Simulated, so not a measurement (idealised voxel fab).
This is a process module. Its name is voxel wiring stack.
Pictured: cross-section cut, 245 nm wide, on a grid of 5 nm square cells.
Square cells in a grid make up a cross-section in this document, and the grid is given as bands, listed from the top down, each one or more rows of cells. Heights first: top, then bottom, in nm. Then materials, left to right, each with a width in nm. "throughout" on a single material: fills the band edge to edge. "blank": empty space. Basically, 0 is our baseline, since under it the wafer straight out of the box is all one material. The bottom band has no lower end and keeps on going down, so it looks like "0 down". Read "30 to 40" as a graded width: first number on top, second number at the bottom, same change between each pair of neighbouring rows. "same as before" means the step left every cell of the cross-section as it was. So "Closed void catalog" is basically the list of trapped voids: any empty space of 8 cells or more that can't reach the top through an opening. They're written width x height at distance, the distance being from the left edge, and it's all nm. On a step's line, text after the settings is the simulator commenting on that step. Regarding "overlay nm": on a step with a mask, it is the distance the mask lay to the right of its planned place; a negative value places it to the left. In what follows, pairs of cross-sections are presented, each taken before and after one process step, with the after cross-section shown only down to the lowest band that was altered; the step, together with its settings, is stated below the pair. The pairs may stem from different runs of this module on the same starting wafer; accordingly, a pair should be taken as continuing from the one above it solely where its entry headed "Before this step" indicates as much.
# Before this step
- 95 to 85: SiO2 75, then blank 25, then SiO2 30, then blank 25, then SiO2 90
- 85 to 80: SiCN 80, then blank 15, then SiCN 40, then blank 15, then SiCN 95
- 80 to 55: lowk 75, then SiN 5, then W 30, then SiN 5, then lowk 15, then SiN 5, then W 30, then SiN 5, then lowk 75
- 55 to 50: SiN 80, then TiN 30, then SiN 25, then TiN 30, then SiN 80
- 50 to 40: SiO2 80, then Ru 15, then SiO2 40, then Ru 15, then SiO2 95
- 40 to 35: SiCN 80, then Ru 15, then SiCN 40, then Ru 15, then SiCN 95
- 35 to 15: SiO2 80, then TiN 5, then Ru 20, then TiN 5, then SiO2 25, then TiN 5, then Ru 20, then TiN 5, then SiO2 80
- 15 to 10: SiN 80, then TiN 30, then SiN 25, then TiN 30, then SiN 80
- 10 to 0: SiO2 throughout
- 0 down: Si throughout
- Closed void catalog: none
# Post-Step Section View
- 95 to 90: SiO2 75, then blank 25, then SiO2 30, then blank 25, then SiO2 90
- 90 to 85: SiO2 75, then Ru 25, then SiO2 30, then Ru 25, then SiO2 90
- 85 to 80: SiCN 80, then Ru 15, then SiCN 40, then Ru 15, then SiCN 95
- For the remainder of the cross-section, below 80, there is no change.
- Closed void catalog: none
Step applied between the pre-step and post-step cross-sections shown above: EPI: material Ru, thk nm 10
Before this step: the wafer arrives at this step looking as the after cross-section in the pair just above shows it.
# Post-Step Section View
- 95 to 85: SiO2 75, then Ru 25, then SiO2 30, then Ru 25, then SiO2 90
- For the remainder of the cross-section, below 85, there is no change.
- Closed void catalog: none
Step applied between the pre-step and post-step cross-sections shown above: EPI: material Ru, thk nm 5
Before this step: the wafer arrives at this step looking as the after cross-section in the pair just above shows it.
# Post-Step Section View
- 100 to 95: SiCN throughout
- For the remainder of the cross-section, below 95, there is no change.
- Closed void catalog: none
Step applied between the pre-step and post-step cross-sections shown above: CONFORMAL_DEP: material SiCN, thk nm 5
Before this step: the wafer arrives at this step looking as the after cross-section in the pair just above shows it.
# Post-Step Section View
- 125 to 100: lowk throughout
- For the remainder of the cross-section, below 100, there is no change.
- Closed void catalog: none
Step applied between the pre-step and post-step cross-sections shown above: DIRECTIONAL_DEP: material lowk, thk nm 25
Before this step: the wafer arrives at this step looking as the after cross-section in the pair just above shows it.
# Post-Step Section View
- 125 to 100: lowk 80, then blank 30, then lowk 25, then blank 30, then lowk 80
- For the remainder of the cross-section, below 100, there is no change.
- Closed void catalog: none
Step applied between the pre-step and post-step cross-sections shown above: MASKED_ETCH: tone open, mask id METAL_3, width nm 30, pitch nm 55, etch materials lowk, depth nm 25, overlay nm 0
Before this step: the wafer arrives at this step looking as the after cross-section in the pair just above shows it.
# Post-Step Section View
- 125 to 100: lowk 80, then blank 30, then lowk 25, then blank 30, then lowk 80
- 100 to 95: SiCN 80, then blank 30, then SiCN 25, then blank 30, then SiCN 80
- For the remainder of the cross-section, below 95, there is no change.
- Closed void catalog: none
Step applied between the pre-step and post-step cross-sections shown above: MASKED_ETCH: tone open, mask id METAL_3, width nm 30, pitch nm 55, etch materials SiCN, depth nm 5, overlay nm 0
Before this step: the wafer arrives at this step looking as the after cross-section in the pair just above shows it.
# Post-Step Section View
- 130 to 125: TiN 85, then blank 20, then TiN 35, then blank 20, then TiN 85
- 125 to 100: lowk 80, then TiN 5, then blank 20, then TiN 5, then lowk 25, then TiN 5, then blank 20, then TiN 5, then lowk 80
- 100 to 95: SiCN 80, then TiN 30, then SiCN 25, then TiN 30, then SiCN 80
- For the remainder of the cross-section, below 95, there is no change.
- Closed void catalog: none
Step applied between the pre-step and post-step cross-sections shown above: CONFORMAL_DEP: material TiN, thk nm 5
Before this step: the wafer arrives at this step looking as the after cross-section in the pair just above shows it.
# Post-Step Section View
- 140 to 130: W throughout
- 130 to 125: TiN 85, then W 20, then TiN 35, then W 20, then TiN 85
- 125 to 100: lowk 80, then TiN 5, then W 20, then TiN 5, then lowk 25, then TiN 5, then W 20, then TiN 5, then lowk 80
- For the remainder of the cross-section, below 100, there is no change.
- Closed void catalog: none
Step applied between the pre-step and post-step cross-sections shown above: FILL_DEP: material W, thk nm 10
Before this step: the wafer arrives at this step looking as the after cross-section in the pair just above shows it.
# Post-Step Section View
- 125 to 100: lowk 80, then TiN 5, then W 20, then TiN 5, then lowk 25, then TiN 5, then W 20, then TiN 5, then lowk 80
- For the remainder of the cross-section, below 100, there is no change.
- Closed void catalog: none
Step applied between the pre-step and post-step cross-sections shown above: CMP: height nm 125
Before this step: the wafer arrives at this step looking as the after cross-section in the pair just above shows it.
# Post-Step Section View
- 130 to 125: SiCN throughout
- For the remainder of the cross-section, below 125, there is no change.
- Closed void catalog: none
Step applied between the pre-step and post-step cross-sections shown above: CONFORMAL_DEP: material SiCN, thk nm 5
# Before this step
- 95 to 85: SiO2 throughout
- 85 to 80: SiCN throughout
- 80 to 55: lowk 75, then SiN 5, then W 30, then SiN 5, then lowk 15, then SiN 5, then W 30, then SiN 5, then lowk 75
- 55 to 50: SiN 80, then TiN 30, then SiN 25, then TiN 30, then SiN 80
- 50 to 40: SiO2 80, then Ru 15, then SiO2 40, then Ru 15, then SiO2 95
- 40 to 35: SiCN 80, then Ru 15, then SiCN 40, then Ru 15, then SiCN 95
- 35 to 15: SiO2 80, then TiN 5, then Ru 20, then TiN 5, then SiO2 25, then TiN 5, then Ru 20, then TiN 5, then SiO2 80
- 15 to 10: SiN 80, then TiN 30, then SiN 25, then TiN 30, then SiN 80
- 10 to 0: SiO2 throughout
- 0 down: Si throughout
- Closed void catalog: none
# Post-Step Section View
- 95 to 85: SiO2 70, then blank 15, then SiO2 40, then blank 15, then SiO2 105
- For the remainder of the cross-section, below 85, there is no change.
- Closed void catalog: none
Step applied between the pre-step and post-step cross-sections shown above: MASKED_ETCH: tone open, mask id PLUG_2, width nm 15, pitch nm 55, etch materials SiO2, depth nm 10, overlay nm -10
Before this step: the wafer arrives at this step looking as the after cross-section in the pair just above shows it.
# Post-Step Section View
- 95 to 85: SiO2 70, then blank 15, then SiO2 40, then blank 15, then SiO2 105
- 85 to 80: SiCN 80, then blank 5, then SiCN 50, then blank 5, then SiCN 105
- For the remainder of the cross-section, below 80, there is no change.
- Closed void catalog: none
Step applied between the pre-step and post-step cross-sections shown above: MASKED_ETCH: tone open, mask id PLUG_2, width nm 15, pitch nm 55, etch materials SiCN, depth nm 5, overlay nm 0
Before this step: the wafer arrives at this step looking as the after cross-section in the pair just above shows it.
# Post-Step Section View
- 95 to 90: SiO2 70, then blank 15, then SiO2 40, then blank 15, then SiO2 105
- 90 to 85: SiO2 70, then blank 5, then Ru 10, then SiO2 40, then blank 5, then Ru 10, then SiO2 105
- 85 to 80: SiCN 80, then Ru 5, then SiCN 50, then Ru 5, then SiCN 105
- For the remainder of the cross-section, below 80, there is no change.
- Closed void catalog: none
Step applied between the pre-step and post-step cross-sections shown above: EPI: material Ru, thk nm 10
Before this step: the wafer arrives at this step looking as the after cross-section in the pair just above shows it.
# Post-Step Section View
- 95 to 85: SiO2 70, then Ru 15, then SiO2 40, then Ru 15, then SiO2 105
- For the remainder of the cross-section, below 85, there is no change.
- Closed void catalog: none
Step applied between the pre-step and post-step cross-sections shown above: EPI: material Ru, thk nm 5
Before this step: the wafer arrives at this step looking as the after cross-section in the pair just above shows it.
# Post-Step Section View
- 100 to 95: SiCN throughout
- For the remainder of the cross-section, below 95, there is no change.
- Closed void catalog: none
Step applied between the pre-step and post-step cross-sections shown above: CONFORMAL_DEP: material SiCN, thk nm 5
Before this step: the wafer arrives at this step looking as the after cross-section in the pair just above shows it.
# Post-Step Section View
- 125 to 100: lowk throughout
- For the remainder of the cross-section, below 100, there is no change.
- Closed void catalog: none
Step applied between the pre-step and post-step cross-sections shown above: DIRECTIONAL_DEP: material lowk, thk nm 25
Before this step: the wafer arrives at this step looking as the after cross-section in the pair just above shows it.
# Post-Step Section View
- 125 to 100: lowk 80, then blank 30, then lowk 25, then blank 30, then lowk 80
- For the remainder of the cross-section, below 100, there is no change.
- Closed void catalog: none
Step applied between the pre-step and post-step cross-sections shown above: MASKED_ETCH: tone open, mask id METAL_3, width nm 30, pitch nm 55, etch materials lowk, depth nm 25, overlay nm 0
Before this step: the wafer arrives at this step looking as the after cross-section in the pair just above shows it.
# Post-Step Section View
- 125 to 100: lowk 80, then blank 30, then lowk 25, then blank 30, then lowk 80
- 100 to 95: SiCN 80, then blank 30, then SiCN 25, then blank 30, then SiCN 80
- For the remainder of the cross-section, below 95, there is no change.
- Closed void catalog: none
Step applied between the pre-step and post-step cross-sections shown above: MASKED_ETCH: tone open, mask id METAL_3, width nm 30, pitch nm 55, etch materials SiCN, depth nm 5, overlay nm 0
Before this step: the wafer arrives at this step looking as the after cross-section in the pair just above shows it.
# Post-Step Section View
- 130 to 125: TiN 85, then blank 20, then TiN 35, then blank 20, then TiN 85
- 125 to 100: lowk 80, then TiN 5, then blank 20, then TiN 5, then lowk 25, then TiN 5, then blank 20, then TiN 5, then lowk 80
- 100 to 95: SiCN 80, then TiN 30, then SiCN 25, then TiN 30, then SiCN 80
- For the remainder of the cross-section, below 95, there is no change.
- Closed void catalog: none
Step applied between the pre-step and post-step cross-sections shown above: CONFORMAL_DEP: material TiN, thk nm 5
Before this step: the wafer arrives at this step looking as the after cross-section in the pair just above shows it.
# Post-Step Section View
- 140 to 130: W throughout
- 130 to 125: TiN 85, then W 20, then TiN 35, then W 20, then TiN 85
- 125 to 100: lowk 80, then TiN 5, then W 20, then TiN 5, then lowk 25, then TiN 5, then W 20, then TiN 5, then lowk 80
- For the remainder of the cross-section, below 100, there is no change.
- Closed void catalog: none
Step applied between the pre-step and post-step cross-sections shown above: FILL_DEP: material W, thk nm 10
Before this step: the wafer arrives at this step looking as the after cross-section in the pair just above shows it.
# Post-Step Section View
- 125 to 100: lowk 80, then TiN 5, then W 20, then TiN 5, then lowk 25, then TiN 5, then W 20, then TiN 5, then lowk 80
- For the remainder of the cross-section, below 100, there is no change.
- Closed void catalog: none
Step applied between the pre-step and post-step cross-sections shown above: CMP: height nm 125
Before this step: the wafer arrives at this step looking as the after cross-section in the pair just above shows it.
# Post-Step Section View
- 130 to 125: SiCN throughout
- For the remainder of the cross-section, below 125, there is no change.
- Closed void catalog: none
Step applied between the pre-step and post-step cross-sections shown above: CONFORMAL_DEP: material SiCN, thk nm 5
# Before this step
- 15 to 10: SiN throughout
- 10 to 0: SiO2 throughout
- 0 down: Si throughout
- Closed void catalog: none
# Post-Step Section View
- 35 to 10: SiN throughout
- For the remainder of the cross-section, below 10, there is no change.
- Closed void catalog: none
Step applied between the pre-step and post-step cross-sections shown above: DIRECTIONAL_DEP: material SiN, thk nm 20
Before this step: the wafer arrives at this step looking as the after cross-section in the pair just above shows it.
# Post-Step Section View
- 45 to 35: aC throughout
- For the remainder of the cross-section, below 35, there is no change.
- Closed void catalog: none
Step applied between the pre-step and post-step cross-sections shown above: DIRECTIONAL_DEP: material aC, thk nm 10
Before this step: the wafer arrives at this step looking as the after cross-section in the pair just above shows it.
# Post-Step Section View
- 70 to 45: resist 80, then blank 30, then resist 25, then blank 30, then resist 80
- For the remainder of the cross-section, below 45, there is no change.
- Closed void catalog: none
Step applied between the pre-step and post-step cross-sections shown above: PATTERN: tone open, mask id METAL_1, material resist, width nm 30, pitch nm 55, thk nm 25, overlay nm 0
Before this step: the wafer arrives at this step looking as the after cross-section in the pair just above shows it.
# Post-Step Section View
- 60 to 45: resist 80, then blank 30, then resist 25, then blank 30, then resist 80
- 45 to 35: aC 80, then blank 30, then aC 25, then blank 30, then aC 80
- For the remainder of the cross-section, below 35, there is no change.
- Closed void catalog: none
Step applied between the pre-step and post-step cross-sections shown above: DIRECTIONAL_ETCH: etch materials aC, depth nm 10
Before this step: the wafer arrives at this step looking as the after cross-section in the pair just above shows it.
# Post-Step Section View
- 45 to 35: aC 80, then blank 30, then aC 25, then blank 30, then aC 80
- For the remainder of the cross-section, below 35, there is no change.
- Closed void catalog: none
Step applied between the pre-step and post-step cross-sections shown above: STRIP: etch materials resist
Before this step: the wafer arrives at this step looking as the after cross-section in the pair just above shows it.
# Post-Step Section View
- 45 to 35: aC 80, then blank 30, then aC 25, then blank 30, then aC 80
- 35 to 30: SiN 80, then blank 30, then SiN 25, then blank 30, then SiN 80
- For the remainder of the cross-section, below 30, there is no change.
- Closed void catalog: none
Step applied between the pre-step and post-step cross-sections shown above: DIRECTIONAL_ETCH: etch materials SiN, depth nm 5
Before this step: the wafer arrives at this step looking as the after cross-section in the pair just above shows it.
# Post-Step Section View
- 35 to 30: SiN 80, then blank 30, then SiN 25, then blank 30, then SiN 80
- For the remainder of the cross-section, below 30, there is no change.
- Closed void catalog: none
Step applied between the pre-step and post-step cross-sections shown above: STRIP: etch materials aC
Before this step: the wafer arrives at this step looking as the after cross-section in the pair just above shows it.
# Post-Step Section View
- 40 to 35: TiN 85, then blank 20, then TiN 35, then blank 20, then TiN 85
- 35 to 30: SiN 80, then TiN 30, then SiN 25, then TiN 30, then SiN 80
- For the remainder of the cross-section, below 30, there is no change.
- Closed void catalog: none
Step applied between the pre-step and post-step cross-sections shown above: CONFORMAL_DEP: material TiN, thk nm 5
Before this step: the wafer arrives at this step looking as the after cross-section in the pair just above shows it.
# Post-Step Section View
- 45 to 40: Ru throughout
- 40 to 35: TiN 85, then Ru 20, then TiN 35, then Ru 20, then TiN 85
- For the remainder of the cross-section, below 35, there is no change.
- Closed void catalog: none
Step applied between the pre-step and post-step cross-sections shown above: FILL_DEP: material Ru, thk nm 5
Before this step: the wafer arrives at this step looking as the after cross-section in the pair just above shows it.
# Post-Step Section View
- 35 to 30: SiN 80, then TiN 30, then SiN 25, then TiN 30, then SiN 80
- For the remainder of the cross-section, below 30, there is no change.
- Closed void catalog: none
Step applied between the pre-step and post-step cross-sections shown above: CMP: height nm 35
Before this step: the wafer arrives at this step looking as the after cross-section in the pair just above shows it.
# Post-Step Section View
- 40 to 35: SiCN throughout
- For the remainder of the cross-section, below 35, there is no change.
- Closed void catalog: none
Step applied between the pre-step and post-step cross-sections shown above: CONFORMAL_DEP: material SiCN, thk nm 5
Before this step: the wafer arrives at this step looking as the after cross-section in the pair just above shows it.
# Post-Step Section View
- 50 to 40: SiO2 throughout
- For the remainder of the cross-section, below 40, there is no change.
- Closed void catalog: none
Step applied between the pre-step and post-step cross-sections shown above: DIRECTIONAL_DEP: material SiO2, thk nm 10
Before this step: the wafer arrives at this step looking as the after cross-section in the pair just above shows it.
# Post-Step Section View
- 65 to 50: resist 80, then blank 15, then resist 40, then blank 15, then resist 95
- For the remainder of the cross-section, below 50, there is no change.
- Closed void catalog: none
Step applied between the pre-step and post-step cross-sections shown above: PATTERN: tone open, mask id PLUG_1, material resist, width nm 15, pitch nm 55, thk nm 15, overlay nm 0
Before this step: the wafer arrives at this step looking as the after cross-section in the pair just above shows it.
# Post-Step Section View
- 65 to 50: resist 80, then blank 15, then resist 40, then blank 15, then resist 95
- 50 to 40: SiO2 80, then blank 15, then SiO2 40, then blank 15, then SiO2 95
- For the remainder of the cross-section, below 40, there is no change.
- Closed void catalog: none
Step applied between the pre-step and post-step cross-sections shown above: DIRECTIONAL_ETCH: etch materials SiO2, depth nm 10
Before this step: the wafer arrives at this step looking as the after cross-section in the pair just above shows it.
# Post-Step Section View
- 65 to 50: resist 80, then blank 15, then resist 40, then blank 15, then resist 95
- 50 to 40: SiO2 80, then blank 15, then SiO2 40, then blank 15, then SiO2 95
- 40 to 35: SiCN 80, then blank 15, then SiCN 40, then blank 15, then SiCN 95
- For the remainder of the cross-section, below 35, there is no change.
- Closed void catalog: none
Step applied between the pre-step and post-step cross-sections shown above: DIRECTIONAL_ETCH: etch materials SiCN, depth nm 5
Before this step: the wafer arrives at this step looking as the after cross-section in the pair just above shows it.
# Post-Step Section View
- 50 to 40: SiO2 80, then blank 15, then SiO2 40, then blank 15, then SiO2 95
- For the remainder of the cross-section, below 40, there is no change.
- Closed void catalog: none
Step applied between the pre-step and post-step cross-sections shown above: STRIP: etch materials resist
Before this step: the wafer arrives at this step looking as the after cross-section in the pair just above shows it.
# Post-Step Section View
- 50 to 45: SiO2 80, then blank 15, then SiO2 40, then blank 15, then SiO2 95
- 45 to 40: SiO2 80, then Ru 15, then SiO2 40, then Ru 15, then SiO2 95
- 40 to 35: SiCN 80, then Ru 15, then SiCN 40, then Ru 15, then SiCN 95
- For the remainder of the cross-section, below 35, there is no change.
- Closed void catalog: none
Step applied between the pre-step and post-step cross-sections shown above: EPI: material Ru, thk nm 10
Before this step: the wafer arrives at this step looking as the after cross-section in the pair just above shows it.
# Post-Step Section View
- 50 to 40: SiO2 80, then Ru 15, then SiO2 40, then Ru 15, then SiO2 95
- For the remainder of the cross-section, below 40, there is no change.
- Closed void catalog: none
Step applied between the pre-step and post-step cross-sections shown above: EPI: material Ru, thk nm 5
Before this step: the wafer arrives at this step looking as the after cross-section in the pair just above shows it.
# Post-Step Section View
- 55 to 50: TiN throughout
- For the remainder of the cross-section, below 50, there is no change.
- Closed void catalog: none
Step applied between the pre-step and post-step cross-sections shown above: DIRECTIONAL_DEP: material TiN, thk nm 5
Before this step: the wafer arrives at this step looking as the after cross-section in the pair just above shows it.
# Post-Step Section View
- 80 to 55: W throughout
- For the remainder of the cross-section, below 55, there is no change.
- Closed void catalog: none
Step applied between the pre-step and post-step cross-sections shown above: DIRECTIONAL_DEP: material W, thk nm 25
Before this step: the wafer arrives at this step looking as the after cross-section in the pair just above shows it.
# Post-Step Section View
- 80 to 55: blank 80, then W 30, then blank 25, then W 30, then blank 80
- For the remainder of the cross-section, below 55, there is no change.
- Closed void catalog: none
Step applied between the pre-step and post-step cross-sections shown above: MASKED_ETCH: tone cover, mask id METAL_2, width nm 30, pitch nm 55, etch materials W, depth nm 25, overlay nm 0
Before this step: the wafer arrives at this step looking as the after cross-section in the pair just above shows it.
# Post-Step Section View
- 80 to 55: blank 80, then W 30, then blank 25, then W 30, then blank 80
- 55 to 50: blank 80, then TiN 30, then blank 25, then TiN 30, then blank 80
- For the remainder of the cross-section, below 50, there is no change.
- Closed void catalog: none
Step applied between the pre-step and post-step cross-sections shown above: MASKED_ETCH: tone cover, mask id METAL_2, width nm 30, pitch nm 55, etch materials TiN, depth nm 5, overlay nm 0
Before this step: the wafer arrives at this step looking as the after cross-section in the pair just above shows it.
# Post-Step Section View
- 85 to 80: blank 75, then SiN 40, then blank 15, then SiN 40, then blank 75
- 80 to 55: blank 75, then SiN 5, then W 30, then SiN 5, then blank 15, then SiN 5, then W 30, then SiN 5, then blank 75
- 55 to 50: SiN 80, then TiN 30, then SiN 25, then TiN 30, then SiN 80
- For the remainder of the cross-section, below 50, there is no change.
- Closed void catalog: none
Step applied between the pre-step and post-step cross-sections shown above: CONFORMAL_DEP: material SiN, thk nm 5
Before this step: the wafer arrives at this step looking as the after cross-section in the pair just above shows it.
# Post-Step Section View
- 90 to 85: lowk throughout
- 85 to 80: lowk 75, then SiN 40, then lowk 15, then SiN 40, then lowk 75
- 80 to 55: lowk 75, then SiN 5, then W 30, then SiN 5, then lowk 15, then SiN 5, then W 30, then SiN 5, then lowk 75
- For the remainder of the cross-section, below 55, there is no change.
- Closed void catalog: none
Step applied between the pre-step and post-step cross-sections shown above: FILL_DEP: material lowk, thk nm 5
Before this step: the wafer arrives at this step looking as the after cross-section in the pair just above shows it.
# Post-Step Section View
- 80 to 55: lowk 75, then SiN 5, then W 30, then SiN 5, then lowk 15, then SiN 5, then W 30, then SiN 5, then lowk 75
- For the remainder of the cross-section, below 55, there is no change.
- Closed void catalog: none
Step applied between the pre-step and post-step cross-sections shown above: CMP: height nm 80
Before this step: the wafer arrives at this step looking as the after cross-section in the pair just above shows it.
# Post-Step Section View
- 85 to 80: SiCN throughout
- For the remainder of the cross-section, below 80, there is no change.
- Closed void catalog: none
Step applied between the pre-step and post-step cross-sections shown above: CONFORMAL_DEP: material SiCN, thk nm 5
Before this step: the wafer arrives at this step looking as the after cross-section in the pair just above shows it.
# Post-Step Section View
- 95 to 85: SiO2 throughout
- For the remainder of the cross-section, below 85, there is no change.
- Closed void catalog: none
Step applied between the pre-step and post-step cross-sections shown above: DIRECTIONAL_DEP: material SiO2, thk nm 10
Before this step: the wafer arrives at this step looking as the after cross-section in the pair just above shows it.
# Post-Step Section View
- 95 to 85: SiO2 80, then blank 15, then SiO2 40, then blank 15, then SiO2 95
- For the remainder of the cross-section, below 85, there is no change.
- Closed void catalog: none
Step applied between the pre-step and post-step cross-sections shown above: MASKED_ETCH: tone open, mask id PLUG_2, width nm 15, pitch nm 55, etch materials SiO2, depth nm 10, overlay nm 0
Before this step: the wafer arrives at this step looking as the after cross-section in the pair just above shows it.
# Post-Step Section View
- 95 to 85: SiO2 80, then blank 15, then SiO2 40, then blank 15, then SiO2 95
- 85 to 80: SiCN 80, then blank 15, then SiCN 40, then blank 15, then SiCN 95
- For the remainder of the cross-section, below 80, there is no change.
- Closed void catalog: none
Step applied between the pre-step and post-step cross-sections shown above: MASKED_ETCH: tone open, mask id PLUG_2, width nm 15, pitch nm 55, etch materials SiCN, depth nm 5, overlay nm 0
Before this step: the wafer arrives at this step looking as the after cross-section in the pair just above shows it.
# Post-Step Section View
- 95 to 90: SiO2 80, then blank 15, then SiO2 40, then blank 15, then SiO2 95
- 90 to 85: SiO2 80, then Ru 15, then SiO2 40, then Ru 15, then SiO2 95
- 85 to 80: SiCN 80, then Ru 15, then SiCN 40, then Ru 15, then SiCN 95
- For the remainder of the cross-section, below 80, there is no change.
- Closed void catalog: none
Step applied between the pre-step and post-step cross-sections shown above: EPI: material Ru, thk nm 10
Before this step: the wafer arrives at this step looking as the after cross-section in the pair just above shows it.
# Post-Step Section View
- 95 to 85: SiO2 80, then Ru 15, then SiO2 40, then Ru 15, then SiO2 95
- For the remainder of the cross-section, below 85, there is no change.
- Closed void catalog: none
Step applied between the pre-step and post-step cross-sections shown above: EPI: material Ru, thk nm 5
Before this step: the wafer arrives at this step looking as the after cross-section in the pair just above shows it.
# Post-Step Section View
- 100 to 95: SiCN throughout
- For the remainder of the cross-section, below 95, there is no change.
- Closed void catalog: none
Step applied between the pre-step and post-step cross-sections shown above: CONFORMAL_DEP: material SiCN, thk nm 5
Before this step: the wafer arrives at this step looking as the after cross-section in the pair just above shows it.
# Post-Step Section View
- 125 to 100: lowk throughout
- For the remainder of the cross-section, below 100, there is no change.
- Closed void catalog: none
Step applied between the pre-step and post-step cross-sections shown above: DIRECTIONAL_DEP: material lowk, thk nm 25
Before this step: the wafer arrives at this step looking as the after cross-section in the pair just above shows it.
# Post-Step Section View
- 125 to 100: lowk 80, then blank 30, then lowk 25, then blank 30, then lowk 80
- For the remainder of the cross-section, below 100, there is no change.
- Closed void catalog: none
Step applied between the pre-step and post-step cross-sections shown above: MASKED_ETCH: tone open, mask id METAL_3, width nm 30, pitch nm 55, etch materials lowk, depth nm 25, overlay nm 0
Before this step: the wafer arrives at this step looking as the after cross-section in the pair just above shows it.
# Post-Step Section View
- 125 to 100: lowk 80, then blank 30, then lowk 25, then blank 30, then lowk 80
- 100 to 95: SiCN 80, then blank 30, then SiCN 25, then blank 30, then SiCN 80
- For the remainder of the cross-section, below 95, there is no change.
- Closed void catalog: none
Step applied between the pre-step and post-step cross-sections shown above: MASKED_ETCH: tone open, mask id METAL_3, width nm 30, pitch nm 55, etch materials SiCN, depth nm 5, overlay nm 0
Before this step: the wafer arrives at this step looking as the after cross-section in the pair just above shows it.
# Post-Step Section View
- 130 to 125: TiN 85, then blank 20, then TiN 35, then blank 20, then TiN 85
- 125 to 100: lowk 80, then TiN 5, then blank 20, then TiN 5, then lowk 25, then TiN 5, then blank 20, then TiN 5, then lowk 80
- 100 to 95: SiCN 80, then TiN 30, then SiCN 25, then TiN 30, then SiCN 80
- For the remainder of the cross-section, below 95, there is no change.
- Closed void catalog: none
Step applied between the pre-step and post-step cross-sections shown above: CONFORMAL_DEP: material TiN, thk nm 5
Before this step: the wafer arrives at this step looking as the after cross-section in the pair just above shows it.
# Post-Step Section View
- 140 to 130: W throughout
- 130 to 125: TiN 85, then W 20, then TiN 35, then W 20, then TiN 85
- 125 to 100: lowk 80, then TiN 5, then W 20, then TiN 5, then lowk 25, then TiN 5, then W 20, then TiN 5, then lowk 80
- For the remainder of the cross-section, below 100, there is no change.
- Closed void catalog: none
Step applied between the pre-step and post-step cross-sections shown above: FILL_DEP: material W, thk nm 10
Before this step: the wafer arrives at this step looking as the after cross-section in the pair just above shows it.
# Post-Step Section View
- 125 to 100: lowk 80, then TiN 5, then W 20, then TiN 5, then lowk 25, then TiN 5, then W 20, then TiN 5, then lowk 80
- For the remainder of the cross-section, below 100, there is no change.
- Closed void catalog: none
Step applied between the pre-step and post-step cross-sections shown above: CMP: height nm 125
Before this step: the wafer arrives at this step looking as the after cross-section in the pair just above shows it.
# Post-Step Section View
- 130 to 125: SiCN throughout
- For the remainder of the cross-section, below 125, there is no change.
- Closed void catalog: none
Step applied between the pre-step and post-step cross-sections shown above: CONFORMAL_DEP: material SiCN, thk nm 5
# Before this step
- 45 to 35: aC throughout
- 35 to 15: SiO2 throughout
- 15 to 10: SiN throughout
- 10 to 0: SiO2 throughout
- 0 down: Si throughout
- Closed void catalog: none
# Post-Step Section View
- 70 to 45: blank 80, then resist 30, then blank 25, then resist 30, then blank 80
- For the remainder of the cross-section, below 45, there is no change.
- Closed void catalog: none
Step applied between the pre-step and post-step cross-sections shown above: PATTERN: tone cover, mask id METAL_1, material resist, width nm 30, pitch nm 55, thk nm 25, overlay nm 0
Before this step: the wafer arrives at this step looking as the after cross-section in the pair just above shows it.
# Post-Step Section View
- 60 to 45: blank 80, then resist 30, then blank 25, then resist 30, then blank 80
- 45 to 35: blank 80, then aC 30, then blank 25, then aC 30, then blank 80
- For the remainder of the cross-section, below 35, there is no change.
- Closed void catalog: none
Step applied between the pre-step and post-step cross-sections shown above: DIRECTIONAL_ETCH: etch materials aC, depth nm 10
Before this step: the wafer arrives at this step looking as the after cross-section in the pair just above shows it.
# Post-Step Section View
- 45 to 35: blank 80, then aC 30, then blank 25, then aC 30, then blank 80
- For the remainder of the cross-section, below 35, there is no change.
- Closed void catalog: none
Step applied between the pre-step and post-step cross-sections shown above: STRIP: etch materials resist
Before this step: the wafer arrives at this step looking as the after cross-section in the pair just above shows it.
# Post-Step Section View
- 45 to 35: blank 80, then aC 30, then blank 25, then aC 30, then blank 80
- 35 to 15: blank 80, then SiO2 30, then blank 25, then SiO2 30, then blank 80
- For the remainder of the cross-section, below 15, there is no change.
- Closed void catalog: none
Step applied between the pre-step and post-step cross-sections shown above: DIRECTIONAL_ETCH: etch materials SiO2, depth nm 20
Before this step: the wafer arrives at this step looking as the after cross-section in the pair just above shows it.
# Post-Step Section View
- 45 to 35: blank 80, then aC 30, then blank 25, then aC 30, then blank 80
- 35 to 15: blank 80, then SiO2 30, then blank 25, then SiO2 30, then blank 80
- 15 to 10: blank 80, then SiN 30, then blank 25, then SiN 30, then blank 80
- For the remainder of the cross-section, below 10, there is no change.
- Closed void catalog: none
Step applied between the pre-step and post-step cross-sections shown above: DIRECTIONAL_ETCH: etch materials SiN, depth nm 5
Before this step: the wafer arrives at this step looking as the after cross-section in the pair just above shows it.
# Post-Step Section View
- 35 to 15: blank 80, then SiO2 30, then blank 25, then SiO2 30, then blank 80
- For the remainder of the cross-section, below 15, there is no change.
- Closed void catalog: none
Step applied between the pre-step and post-step cross-sections shown above: STRIP: etch materials aC
Before this step: the wafer arrives at this step looking as the after cross-section in the pair just above shows it.
# Post-Step Section View
- 40 to 35: blank 75, then TiN 40, then blank 15, then TiN 40, then blank 75
- 35 to 15: blank 75, then TiN 5, then SiO2 30, then TiN 5, then blank 15, then TiN 5, then SiO2 30, then TiN 5, then blank 75
- 15 to 10: TiN 80, then SiN 30, then TiN 25, then SiN 30, then TiN 80
- For the remainder of the cross-section, below 10, there is no change.
- Closed void catalog: none
Step applied between the pre-step and post-step cross-sections shown above: CONFORMAL_DEP: material TiN, thk nm 5
Before this step: the wafer arrives at this step looking as the after cross-section in the pair just above shows it.
# Post-Step Section View
- 45 to 40: Ru throughout
- 40 to 35: Ru 75, then TiN 40, then Ru 15, then TiN 40, then Ru 75
- 35 to 15: Ru 75, then TiN 5, then SiO2 30, then TiN 5, then Ru 15, then TiN 5, then SiO2 30, then TiN 5, then Ru 75
- For the remainder of the cross-section, below 15, there is no change.
- Closed void catalog: none
Step applied between the pre-step and post-step cross-sections shown above: FILL_DEP: material Ru, thk nm 5
Before this step: the wafer arrives at this step looking as the after cross-section in the pair just above shows it.
# Post-Step Section View
- 35 to 15: Ru 75, then TiN 5, then SiO2 30, then TiN 5, then Ru 15, then TiN 5, then SiO2 30, then TiN 5, then Ru 75
- For the remainder of the cross-section, below 15, there is no change.
- Closed void catalog: none
Step applied between the pre-step and post-step cross-sections shown above: CMP: height nm 35
Before this step: the wafer arrives at this step looking as the after cross-section in the pair just above shows it.
# Post-Step Section View
- 40 to 35: SiCN throughout
- For the remainder of the cross-section, below 35, there is no change.
- Closed void catalog: none
Step applied between the pre-step and post-step cross-sections shown above: CONFORMAL_DEP: material SiCN, thk nm 5
